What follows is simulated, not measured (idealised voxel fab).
Documented hereafter: the process module known as voxel self aligned contacts.
Cross-section cut: width 170 nm, square cells of 5 nm.
In what follows, cross-sections appear as grids of square cells, described through bands that run from the top down, where every band is one or more rows of cells.
Per band: top height and bottom height in nm, followed by the left-to-right materials and their widths in nm; "all across" marks a single material spanning edge to edge, "empty" marks empty space.
The reference from which all heights are counted is 0, the level beneath which the as-received wafer is entirely one material; the lowest band, having no lower bound, proceeds downward and is written after the example "0 down".
Width: "30->40" (first number = top row, second number = bottom row, same change from row to row of cells).
What does "stayed the same" mean for a step? It means no cell of the cross-section changed in that step.
Unvented cavities: empty space of 8 cells or more with no open way to the top, each as width x height at its distance from the left edge, in nm
If you see something after the settings on a step's line, that's the simulator's own remark about that step.
Among the settings permitted on a step's line is "overlay nm"; applied to a step with a mask, it specifies the extent to which the mask lay to the right of its planned position, whereas a negative figure signifies a position to the left.

Planned process steps
1 RECEIVE: material Si
2 OXIDIZE: depth nm 5
3 DIRECTIONAL_DEP: material polySi, thk nm 20
4 DIRECTIONAL_DEP: material SiN, thk nm 25
5 DIRECTIONAL_DEP: material aC, thk nm 15
6 PATTERN: tone cover, mask id GATE, material resist, width nm 35, pitch nm 70, thk nm 30, overlay nm 0
7 DIRECTIONAL_ETCH: etch materials aC, depth nm 15
8 STRIP: etch materials resist
9 DIRECTIONAL_ETCH: etch materials SiN, depth nm 25
10 DIRECTIONAL_ETCH: etch materials polySi, depth nm 20
11 STRIP: etch materials aC
12 CONFORMAL_DEP: material SiN, thk nm 10
13 DIRECTIONAL_ETCH: etch materials SiN, depth nm 10
14 FILL_DEP: material SiO2, thk nm 15
15 CMP: height nm 50
16 PATTERN: tone open, mask id CONTACT, material resist, width nm 55, thk nm 20, overlay nm 0
17 DIRECTIONAL_ETCH: etch materials SiO2, depth nm 55
18 STRIP: etch materials resist
19 CONFORMAL_DEP: material TiN, thk nm 5
20 FILL_DEP: material Ru, thk nm 5
21 CMP: height nm 50
22 CONFORMAL_DEP: material SiCN, thk nm 5

First of two wafers, with the run carried out as planned

Received-state cross-section, reflecting completion of step 1
- 0 down = Si all across
- Unvented cavities: none

You're looking at a cross-section of the wafer after step 2
- 0 to -5 = SiO2 all across
- below -5: unchanged

You're looking at a cross-section of the wafer after step 3
- 20 to 0 = polySi all across
- below 0: unchanged

You're looking at a cross-section of the wafer after step 4
- 45 to 20 = SiN all across
- below 20: unchanged

You're looking at a cross-section of the wafer after step 5
- 60 to 45 = aC all across
- below 45: unchanged

You're looking at a cross-section of the wafer after step 6
- 90 to 60 = empty 30 nm, resist 35 nm, empty 35 nm, resist 35 nm, empty 35 nm
- below 60: unchanged

You're looking at a cross-section of the wafer after step 7
- 75 to 60 = empty 30 nm, resist 35 nm, empty 35 nm, resist 35 nm, empty 35 nm
- 60 to 45 = empty 30 nm, aC 35 nm, empty 35 nm, aC 35 nm, empty 35 nm
- below 45: unchanged

You're looking at a cross-section of the wafer after step 8
- 60 to 45 = empty 30 nm, aC 35 nm, empty 35 nm, aC 35 nm, empty 35 nm
- below 45: unchanged

You're looking at a cross-section of the wafer after step 9
- 60 to 45 = empty 30 nm, aC 35 nm, empty 35 nm, aC 35 nm, empty 35 nm
- 45 to 20 = empty 30 nm, SiN 35 nm, empty 35 nm, SiN 35 nm, empty 35 nm
- below 20: unchanged

You're looking at a cross-section of the wafer after step 10
- 60 to 45 = empty 30 nm, aC 35 nm, empty 35 nm, aC 35 nm, empty 35 nm
- 45 to 20 = empty 30 nm, SiN 35 nm, empty 35 nm, SiN 35 nm, empty 35 nm
- 20 to 0 = empty 30 nm, polySi 35 nm, empty 35 nm, polySi 35 nm, empty 35 nm
- below 0: unchanged

You're looking at a cross-section of the wafer after step 11
- 45 to 20 = empty 30 nm, SiN 35 nm, empty 35 nm, SiN 35 nm, empty 35 nm
- below 20: unchanged

You're looking at a cross-section of the wafer after step 12
- 55 to 20 = empty 20 nm, SiN 55 nm, empty 15 nm, SiN 55 nm, empty 25 nm
- 20 to 10 = empty 20 nm, SiN 10 nm, polySi 35 nm, SiN 10 nm, empty 15 nm, SiN 10 nm, polySi 35 nm, SiN 10 nm, empty 25 nm
- 10 to 0 = SiN 30 nm, polySi 35 nm, SiN 35 nm, polySi 35 nm, SiN 35 nm
- below 0: unchanged

You're looking at a cross-section of the wafer after step 13
- 45 to 20 = empty 20 nm, SiN 55 nm, empty 15 nm, SiN 55 nm, empty 25 nm
- 20 to 0 = empty 20 nm, SiN 10 nm, polySi 35 nm, SiN 10 nm, empty 15 nm, SiN 10 nm, polySi 35 nm, SiN 10 nm, empty 25 nm
- below 0: unchanged

You're looking at a cross-section of the wafer after step 14
- 60 to 45 = SiO2 all across
- 45 to 20 = SiO2 20 nm, SiN 55 nm, SiO2 15 nm, SiN 55 nm, SiO2 25 nm
- 20 to 0 = SiO2 20 nm, SiN 10 nm, polySi 35 nm, SiN 10 nm, SiO2 15 nm, SiN 10 nm, polySi 35 nm, SiN 10 nm, SiO2 25 nm
- below 0: unchanged

You're looking at a cross-section of the wafer after step 15
- 50 to 45 = SiO2 all across
- below 45: unchanged

You're looking at a cross-section of the wafer after step 16
- 70 to 50 = resist 55 nm, empty 55 nm, resist 60 nm
- below 50: unchanged

You're looking at a cross-section of the wafer after step 17
- 70 to 50 = resist 55 nm, empty 55 nm, resist 60 nm
- 50 to 45 = SiO2 55 nm, empty 55 nm, SiO2 60 nm
- 45 to 20 = SiO2 20 nm, SiN 55 nm, empty 15 nm, SiN 55 nm, SiO2 25 nm
- 20 to 0 = SiO2 20 nm, SiN 10 nm, polySi 35 nm, SiN 10 nm, empty 15 nm, SiN 10 nm, polySi 35 nm, SiN 10 nm, SiO2 25 nm
- 0 to -5 = SiO2 75 nm, empty 15 nm, SiO2 80 nm
- below -5: unchanged

You're looking at a cross-section of the wafer after step 18
- 50 to 45 = SiO2 55 nm, empty 55 nm, SiO2 60 nm
- below 45: unchanged

You're looking at a cross-section of the wafer after step 19
- 55 to 50 = TiN 60 nm, empty 45 nm, TiN 65 nm
- 50 to 45 = SiO2 55 nm, TiN 25 nm, empty 5 nm, TiN 25 nm, SiO2 60 nm
- 45 to 20 = SiO2 20 nm, SiN 55 nm, TiN 5 nm, empty 5 nm, TiN 5 nm, SiN 55 nm, SiO2 25 nm
- 20 to 0 = SiO2 20 nm, SiN 10 nm, polySi 35 nm, SiN 10 nm, TiN 5 nm, empty 5 nm, TiN 5 nm, SiN 10 nm, polySi 35 nm, SiN 10 nm, SiO2 25 nm
- 0 to -5 = SiO2 75 nm, TiN 15 nm, SiO2 80 nm
- below -5: unchanged

You're looking at a cross-section of the wafer after step 20
- 60 to 55 = Ru all across
- 55 to 50 = TiN 60 nm, Ru 45 nm, TiN 65 nm
- 50 to 45 = SiO2 55 nm, TiN 25 nm, Ru 5 nm, TiN 25 nm, SiO2 60 nm
- 45 to 20 = SiO2 20 nm, SiN 55 nm, TiN 5 nm, Ru 5 nm, TiN 5 nm, SiN 55 nm, SiO2 25 nm
- 20 to 0 = SiO2 20 nm, SiN 10 nm, polySi 35 nm, SiN 10 nm, TiN 5 nm, Ru 5 nm, TiN 5 nm, SiN 10 nm, polySi 35 nm, SiN 10 nm, SiO2 25 nm
- below 0: unchanged

You're looking at a cross-section of the wafer after step 21
- 50 to 45 = SiO2 55 nm, TiN 25 nm, Ru 5 nm, TiN 25 nm, SiO2 60 nm
- below 45: unchanged

You're looking at a cross-section of the wafer after step 22
- 55 to 50 = SiCN all across
- below 50: unchanged

The remaining wafer, second of the two, started like the first and was run to the same plan, except that one mistake was made along the way; the two coincide through step 11, inclusive

Second wafer, cut view, end of step 12 per plan
- 35 to 20 = empty 30 nm, SiN 35 nm, empty 35 nm, SiN 35 nm, empty 35 nm
- below 20: unchanged

Second wafer, cut view, end of step 13 per plan
- 45 to 20 = empty 20 nm, SiN 55 nm, empty 15 nm, SiN 55 nm, empty 25 nm
- 20 to 10 = empty 20 nm, SiN 10 nm, polySi 35 nm, SiN 10 nm, empty 15 nm, SiN 10 nm, polySi 35 nm, SiN 10 nm, empty 25 nm
- 10 to 0 = SiN 30 nm, polySi 35 nm, SiN 35 nm, polySi 35 nm, SiN 35 nm
- below 0: unchanged

Second wafer, cut view, end of step 14 per plan
- 60 to 45 = SiO2 all across
- 45 to 20 = SiO2 20 nm, SiN 55 nm, SiO2 15 nm, SiN 55 nm, SiO2 25 nm
- 20 to 10 = SiO2 20 nm, SiN 10 nm, polySi 35 nm, SiN 10 nm, SiO2 15 nm, SiN 10 nm, polySi 35 nm, SiN 10 nm, SiO2 25 nm
- below 10: unchanged

Second wafer, cut view, end of step 15 per plan
- 50 to 45 = SiO2 all across
- below 45: unchanged

Second wafer, cut view, end of step 16 per plan
- 70 to 50 = resist 55 nm, empty 55 nm, resist 60 nm
- below 50: unchanged

Second wafer, cut view, end of step 17 per plan
- 70 to 50 = resist 55 nm, empty 55 nm, resist 60 nm
- 50 to 45 = SiO2 55 nm, empty 55 nm, SiO2 60 nm
- 45 to 20 = SiO2 20 nm, SiN 55 nm, empty 15 nm, SiN 55 nm, SiO2 25 nm
- 20 to 10 = SiO2 20 nm, SiN 10 nm, polySi 35 nm, SiN 10 nm, empty 15 nm, SiN 10 nm, polySi 35 nm, SiN 10 nm, SiO2 25 nm
- below 10: unchanged

Second wafer, cut view, end of step 18 per plan
- 50 to 45 = SiO2 55 nm, empty 55 nm, SiO2 60 nm
- below 45: unchanged

Second wafer, cut view, end of step 19 per plan
- 55 to 50 = TiN 60 nm, empty 45 nm, TiN 65 nm
- 50 to 45 = SiO2 55 nm, TiN 25 nm, empty 5 nm, TiN 25 nm, SiO2 60 nm
- 45 to 20 = SiO2 20 nm, SiN 55 nm, TiN 5 nm, empty 5 nm, TiN 5 nm, SiN 55 nm, SiO2 25 nm
- 20 to 15 = SiO2 20 nm, SiN 10 nm, polySi 35 nm, SiN 10 nm, TiN 5 nm, empty 5 nm, TiN 5 nm, SiN 10 nm, polySi 35 nm, SiN 10 nm, SiO2 25 nm
- 15 to 10 = SiO2 20 nm, SiN 10 nm, polySi 35 nm, SiN 10 nm, TiN 15 nm, SiN 10 nm, polySi 35 nm, SiN 10 nm, SiO2 25 nm
- below 10: unchanged

Second wafer, cut view, end of step 20 per plan
- 60 to 55 = Ru all across
- 55 to 50 = TiN 60 nm, Ru 45 nm, TiN 65 nm
- 50 to 45 = SiO2 55 nm, TiN 25 nm, Ru 5 nm, TiN 25 nm, SiO2 60 nm
- 45 to 20 = SiO2 20 nm, SiN 55 nm, TiN 5 nm, Ru 5 nm, TiN 5 nm, SiN 55 nm, SiO2 25 nm
- 20 to 15 = SiO2 20 nm, SiN 10 nm, polySi 35 nm, SiN 10 nm, TiN 5 nm, Ru 5 nm, TiN 5 nm, SiN 10 nm, polySi 35 nm, SiN 10 nm, SiO2 25 nm
- below 15: unchanged

Second wafer, cut view, end of step 21 per plan
- 50 to 45 = SiO2 55 nm, TiN 25 nm, Ru 5 nm, TiN 25 nm, SiO2 60 nm
- below 45: unchanged

Second wafer, cut view, end of step 22 per plan
- 55 to 50 = SiCN all across
- below 50: unchanged
It is concluded that the wafer was processed incorrectly with respect to the plan, in that steps 12 and 13 swapped
The closing comparison, in cells, has the second wafer with more or fewer of some materials than the first: Ru -3, SiN +24, SiO2 -15, TiN -6
